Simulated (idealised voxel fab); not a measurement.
process module | voxel wiring stack
cross-section cut | 205 nm wide | cells 5 nm
A cross-section is a grid of square cells, given in bands from the top down. A band is one or more rows of cells.
Each band's line starts with the height of the band's top and of its bottom, in nm. Then come its materials from left to right, each with its width in nm. One material with "throughout" fills the band from edge to edge. "air" is empty space.
Height 0 is the level under which the wafer as received is all one material. The lowest band goes on downwards, as in "0 down".
A width such as "30 to 40" changes by the same amount from each row of cells to the next, from the band's top row to its bottom row.
"no change" after a step means that no cell of the cross-section changed.
closed voids: empty space of 8 cells or more with no open way to the top, each as width x height at its distance from the left edge, in nm
after a step's settings: what the simulator itself notes on the step
overlay nm, on a step with a mask: how far to the right of its planned place the mask lay; to the left if negative
plan
1 op RECEIVE | material Si
2 op CONFORMAL_DEP | material SiO2 | thk nm 15
3 op CONFORMAL_DEP | material SiCN | thk nm 5
4 op DIRECTIONAL_DEP | material lowk | thk nm 25
5 op DIRECTIONAL_DEP | material aC | thk nm 10
6 op PATTERN | tone open | mask id METAL_1 | material resist | width nm 25 | pitch nm 50 | thk nm 30 | overlay nm 0
7 op DIRECTIONAL_ETCH | etch materials aC | depth nm 10
8 op STRIP | etch materials resist
9 op DIRECTIONAL_ETCH | etch materials lowk | depth nm 25
10 op DIRECTIONAL_ETCH | etch materials SiCN | depth nm 5
11 op STRIP | etch materials aC
12 op CONFORMAL_DEP | material TiN | thk nm 5
13 op FILL_DEP | material Cu | thk nm 10
14 op CMP | height nm 45
15 op CONFORMAL_DEP | material SiCN | thk nm 5
16 op DIRECTIONAL_DEP | material lowk | thk nm 15
17 op DIRECTIONAL_DEP | material aC | thk nm 15
18 op PATTERN | tone open | mask id PLUG_1 | material resist | width nm 15 | pitch nm 50 | thk nm 30 | overlay nm 0
19 op DIRECTIONAL_ETCH | etch materials aC | depth nm 15
20 op STRIP | etch materials resist
21 op DIRECTIONAL_ETCH | etch materials lowk | depth nm 15
22 op DIRECTIONAL_ETCH | etch materials SiCN | depth nm 5
23 op STRIP | etch materials aC
24 op CONFORMAL_DEP | material TiN | thk nm 5
25 op FILL_DEP | material Ru | thk nm 5
26 op CMP | height nm 65
27 op DIRECTIONAL_DEP | material TiN | thk nm 5
28 op DIRECTIONAL_DEP | material W | thk nm 20
29 op MASKED_ETCH | tone cover | mask id METAL_2 | width nm 25 | pitch nm 50 | etch materials W | depth nm 20 | overlay nm 0
30 op MASKED_ETCH | tone cover | mask id METAL_2 | width nm 25 | pitch nm 50 | etch materials TiN | depth nm 5 | overlay nm 0
31 op FILL_DEP | material SiO2 | thk nm 5
32 op CMP | height nm 90
33 op CONFORMAL_DEP | material SiN | thk nm 5
first wafer, as planned
as received, after step 1
  0 down: Si throughout
  closed voids: none
after step 2
  15 to 0: SiO2 throughout
  below 0: unchanged
after step 3
  20 to 15: SiCN throughout
  below 15: unchanged
after step 4
  45 to 20: lowk throughout
  below 20: unchanged
after step 5
  55 to 45: aC throughout
  below 45: unchanged
after step 6
  85 to 55: resist 40 | air 25 | resist 25 | air 25 | resist 25 | air 25 | resist 40
  below 55: unchanged
after step 7
  75 to 55: resist 40 | air 25 | resist 25 | air 25 | resist 25 | air 25 | resist 40
  55 to 45: aC 40 | air 25 | aC 25 | air 25 | aC 25 | air 25 | aC 40
  below 45: unchanged
after step 8
  55 to 45: aC 40 | air 25 | aC 25 | air 25 | aC 25 | air 25 | aC 40
  below 45: unchanged
after step 9
  55 to 45: aC 40 | air 25 | aC 25 | air 25 | aC 25 | air 25 | aC 40
  45 to 20: lowk 40 | air 25 | lowk 25 | air 25 | lowk 25 | air 25 | lowk 40
  below 20: unchanged
after step 10
  55 to 45: aC 40 | air 25 | aC 25 | air 25 | aC 25 | air 25 | aC 40
  45 to 20: lowk 40 | air 25 | lowk 25 | air 25 | lowk 25 | air 25 | lowk 40
  20 to 15: SiCN 40 | air 25 | SiCN 25 | air 25 | SiCN 25 | air 25 | SiCN 40
  below 15: unchanged
after step 11
  45 to 20: lowk 40 | air 25 | lowk 25 | air 25 | lowk 25 | air 25 | lowk 40
  below 20: unchanged
after step 12
  50 to 45: TiN 45 | air 15 | TiN 35 | air 15 | TiN 35 | air 15 | TiN 45
  45 to 20: lowk 40 | TiN 5 | air 15 | TiN 5 | lowk 25 | TiN 5 | air 15 | TiN 5 | lowk 25 | TiN 5 | air 15 | TiN 5 | lowk 40
  20 to 15: SiCN 40 | TiN 25 | SiCN 25 | TiN 25 | SiCN 25 | TiN 25 | SiCN 40
  below 15: unchanged
after step 13
  60 to 50: Cu throughout
  50 to 45: TiN 45 | Cu 15 | TiN 35 | Cu 15 | TiN 35 | Cu 15 | TiN 45
  45 to 20: lowk 40 | TiN 5 | Cu 15 | TiN 5 | lowk 25 | TiN 5 | Cu 15 | TiN 5 | lowk 25 | TiN 5 | Cu 15 | TiN 5 | lowk 40
  below 20: unchanged
after step 14
  45 to 20: lowk 40 | TiN 5 | Cu 15 | TiN 5 | lowk 25 | TiN 5 | Cu 15 | TiN 5 | lowk 25 | TiN 5 | Cu 15 | TiN 5 | lowk 40
  below 20: unchanged
after step 15
  50 to 45: SiCN throughout
  below 45: unchanged
after step 16
  65 to 50: lowk throughout
  below 50: unchanged
after step 17
  80 to 65: aC throughout
  below 65: unchanged
after step 18
  110 to 80: resist 40 | air 15 | resist 35 | air 15 | resist 35 | air 15 | resist 50
  below 80: unchanged
after step 19
  95 to 80: resist 40 | air 15 | resist 35 | air 15 | resist 35 | air 15 | resist 50
  80 to 65: aC 40 | air 15 | aC 35 | air 15 | aC 35 | air 15 | aC 50
  below 65: unchanged
after step 20
  80 to 65: aC 40 | air 15 | aC 35 | air 15 | aC 35 | air 15 | aC 50
  below 65: unchanged
after step 21
  80 to 65: aC 40 | air 15 | aC 35 | air 15 | aC 35 | air 15 | aC 50
  65 to 50: lowk 40 | air 15 | lowk 35 | air 15 | lowk 35 | air 15 | lowk 50
  below 50: unchanged
after step 22
  80 to 65: aC 40 | air 15 | aC 35 | air 15 | aC 35 | air 15 | aC 50
  65 to 50: lowk 40 | air 15 | lowk 35 | air 15 | lowk 35 | air 15 | lowk 50
  50 to 45: SiCN 40 | air 15 | SiCN 35 | air 15 | SiCN 35 | air 15 | SiCN 50
  below 45: unchanged
after step 23
  65 to 50: lowk 40 | air 15 | lowk 35 | air 15 | lowk 35 | air 15 | lowk 50
  below 50: unchanged
after step 24
  70 to 65: TiN 45 | air 5 | TiN 45 | air 5 | TiN 45 | air 5 | TiN 55
  65 to 50: lowk 40 | TiN 5 | air 5 | TiN 5 | lowk 35 | TiN 5 | air 5 | TiN 5 | lowk 35 | TiN 5 | air 5 | TiN 5 | lowk 50
  50 to 45: SiCN 40 | TiN 15 | SiCN 35 | TiN 15 | SiCN 35 | TiN 15 | SiCN 50
  below 45: unchanged
after step 25
  75 to 70: Ru throughout
  70 to 65: TiN 45 | Ru 5 | TiN 45 | Ru 5 | TiN 45 | Ru 5 | TiN 55
  65 to 50: lowk 40 | TiN 5 | Ru 5 | TiN 5 | lowk 35 | TiN 5 | Ru 5 | TiN 5 | lowk 35 | TiN 5 | Ru 5 | TiN 5 | lowk 50
  below 50: unchanged
after step 26
  65 to 50: lowk 40 | TiN 5 | Ru 5 | TiN 5 | lowk 35 | TiN 5 | Ru 5 | TiN 5 | lowk 35 | TiN 5 | Ru 5 | TiN 5 | lowk 50
  below 50: unchanged
after step 27
  70 to 65: TiN throughout
  below 65: unchanged
after step 28
  90 to 70: W throughout
  below 70: unchanged
after step 29
  90 to 70: air 40 | W 25 | air 25 | W 25 | air 25 | W 25 | air 40
  below 70: unchanged
after step 30
  90 to 70: air 40 | W 25 | air 25 | W 25 | air 25 | W 25 | air 40
  70 to 65: air 40 | TiN 25 | air 25 | TiN 25 | air 25 | TiN 25 | air 40
  below 65: unchanged
after step 31
  95 to 90: SiO2 throughout
  90 to 70: SiO2 40 | W 25 | SiO2 25 | W 25 | SiO2 25 | W 25 | SiO2 40
  70 to 65: SiO2 40 | TiN 25 | SiO2 25 | TiN 25 | SiO2 25 | TiN 25 | SiO2 40
  below 65: unchanged
after step 32
  90 to 70: SiO2 40 | W 25 | SiO2 25 | W 25 | SiO2 25 | W 25 | SiO2 40
  below 70: unchanged
after step 33
  95 to 90: SiN throughout
  below 90: unchanged
second wafer: like start, like plan, one mistake. Through step 1 it matches the first wafer
when step 2 should have ended
  30 to 0: SiO2 throughout
  below 0: unchanged
when step 3 should have ended
  35 to 30: SiCN throughout
  below 30: unchanged
when step 4 should have ended
  60 to 35: lowk throughout
  below 35: unchanged
when step 5 should have ended
  70 to 60: aC throughout
  below 60: unchanged
when step 6 should have ended
  100 to 70: resist 40 | air 25 | resist 25 | air 25 | resist 25 | air 25 | resist 40
  below 70: unchanged
when step 7 should have ended
  90 to 70: resist 40 | air 25 | resist 25 | air 25 | resist 25 | air 25 | resist 40
  70 to 60: aC 40 | air 25 | aC 25 | air 25 | aC 25 | air 25 | aC 40
  below 60: unchanged
when step 8 should have ended
  70 to 60: aC 40 | air 25 | aC 25 | air 25 | aC 25 | air 25 | aC 40
  below 60: unchanged
when step 9 should have ended
  70 to 60: aC 40 | air 25 | aC 25 | air 25 | aC 25 | air 25 | aC 40
  60 to 35: lowk 40 | air 25 | lowk 25 | air 25 | lowk 25 | air 25 | lowk 40
  below 35: unchanged
when step 10 should have ended
  70 to 60: aC 40 | air 25 | aC 25 | air 25 | aC 25 | air 25 | aC 40
  60 to 35: lowk 40 | air 25 | lowk 25 | air 25 | lowk 25 | air 25 | lowk 40
  35 to 30: SiCN 40 | air 25 | SiCN 25 | air 25 | SiCN 25 | air 25 | SiCN 40
  below 30: unchanged
when step 11 should have ended
  60 to 35: lowk 40 | air 25 | lowk 25 | air 25 | lowk 25 | air 25 | lowk 40
  below 35: unchanged
when step 12 should have ended
  65 to 60: TiN 45 | air 15 | TiN 35 | air 15 | TiN 35 | air 15 | TiN 45
  60 to 35: lowk 40 | TiN 5 | air 15 | TiN 5 | lowk 25 | TiN 5 | air 15 | TiN 5 | lowk 25 | TiN 5 | air 15 | TiN 5 | lowk 40
  35 to 30: SiCN 40 | TiN 25 | SiCN 25 | TiN 25 | SiCN 25 | TiN 25 | SiCN 40
  below 30: unchanged
when step 13 should have ended
  75 to 65: Cu throughout
  65 to 60: TiN 45 | Cu 15 | TiN 35 | Cu 15 | TiN 35 | Cu 15 | TiN 45
  60 to 35: lowk 40 | TiN 5 | Cu 15 | TiN 5 | lowk 25 | TiN 5 | Cu 15 | TiN 5 | lowk 25 | TiN 5 | Cu 15 | TiN 5 | lowk 40
  below 35: unchanged
when step 14 should have ended
  45 to 35: lowk 40 | TiN 5 | Cu 15 | TiN 5 | lowk 25 | TiN 5 | Cu 15 | TiN 5 | lowk 25 | TiN 5 | Cu 15 | TiN 5 | lowk 40
  below 35: unchanged
when step 15 should have ended
  50 to 45: SiCN throughout
  below 45: unchanged
when step 16 should have ended
  65 to 50: lowk throughout
  below 50: unchanged
when step 17 should have ended
  80 to 65: aC throughout
  below 65: unchanged
when step 18 should have ended
  110 to 80: resist 40 | air 15 | resist 35 | air 15 | resist 35 | air 15 | resist 50
  below 80: unchanged
when step 19 should have ended
  95 to 80: resist 40 | air 15 | resist 35 | air 15 | resist 35 | air 15 | resist 50
  80 to 65: aC 40 | air 15 | aC 35 | air 15 | aC 35 | air 15 | aC 50
  below 65: unchanged
when step 20 should have ended
  80 to 65: aC 40 | air 15 | aC 35 | air 15 | aC 35 | air 15 | aC 50
  below 65: unchanged
when step 21 should have ended
  80 to 65: aC 40 | air 15 | aC 35 | air 15 | aC 35 | air 15 | aC 50
  65 to 50: lowk 40 | air 15 | lowk 35 | air 15 | lowk 35 | air 15 | lowk 50
  below 50: unchanged
when step 22 should have ended
  80 to 65: aC 40 | air 15 | aC 35 | air 15 | aC 35 | air 15 | aC 50
  65 to 50: lowk 40 | air 15 | lowk 35 | air 15 | lowk 35 | air 15 | lowk 50
  50 to 45: SiCN 40 | air 15 | SiCN 35 | air 15 | SiCN 35 | air 15 | SiCN 50
  below 45: unchanged
when step 23 should have ended
  65 to 50: lowk 40 | air 15 | lowk 35 | air 15 | lowk 35 | air 15 | lowk 50
  below 50: unchanged
when step 24 should have ended
  70 to 65: TiN 45 | air 5 | TiN 45 | air 5 | TiN 45 | air 5 | TiN 55
  65 to 50: lowk 40 | TiN 5 | air 5 | TiN 5 | lowk 35 | TiN 5 | air 5 | TiN 5 | lowk 35 | TiN 5 | air 5 | TiN 5 | lowk 50
  50 to 45: SiCN 40 | TiN 15 | SiCN 35 | TiN 15 | SiCN 35 | TiN 15 | SiCN 50
  below 45: unchanged
when step 25 should have ended
  75 to 70: Ru throughout
  70 to 65: TiN 45 | Ru 5 | TiN 45 | Ru 5 | TiN 45 | Ru 5 | TiN 55
  65 to 50: lowk 40 | TiN 5 | Ru 5 | TiN 5 | lowk 35 | TiN 5 | Ru 5 | TiN 5 | lowk 35 | TiN 5 | Ru 5 | TiN 5 | lowk 50
  below 50: unchanged
when step 26 should have ended
  65 to 50: lowk 40 | TiN 5 | Ru 5 | TiN 5 | lowk 35 | TiN 5 | Ru 5 | TiN 5 | lowk 35 | TiN 5 | Ru 5 | TiN 5 | lowk 50
  below 50: unchanged
when step 27 should have ended
  70 to 65: TiN throughout
  below 65: unchanged
when step 28 should have ended
  90 to 70: W throughout
  below 70: unchanged
when step 29 should have ended
  90 to 70: air 40 | W 25 | air 25 | W 25 | air 25 | W 25 | air 40
  below 70: unchanged
when step 30 should have ended
  90 to 70: air 40 | W 25 | air 25 | W 25 | air 25 | W 25 | air 40
  70 to 65: air 40 | TiN 25 | air 25 | TiN 25 | air 25 | TiN 25 | air 40
  below 65: unchanged
when step 31 should have ended
  95 to 90: SiO2 throughout
  90 to 70: SiO2 40 | W 25 | SiO2 25 | W 25 | SiO2 25 | W 25 | SiO2 40
  70 to 65: SiO2 40 | TiN 25 | SiO2 25 | TiN 25 | SiO2 25 | TiN 25 | SiO2 40
  below 65: unchanged
when step 32 should have ended
  90 to 70: SiO2 40 | W 25 | SiO2 25 | W 25 | SiO2 25 | W 25 | SiO2 40
  below 70: unchanged
when step 33 should have ended
  95 to 90: SiN throughout
  below 90: unchanged
what went wrong: step 2 was run twice
at the end the second wafer has, in cells: 27 fewer of Cu | 123 more of SiO2 | 18 fewer of TiN | 78 fewer of lowk
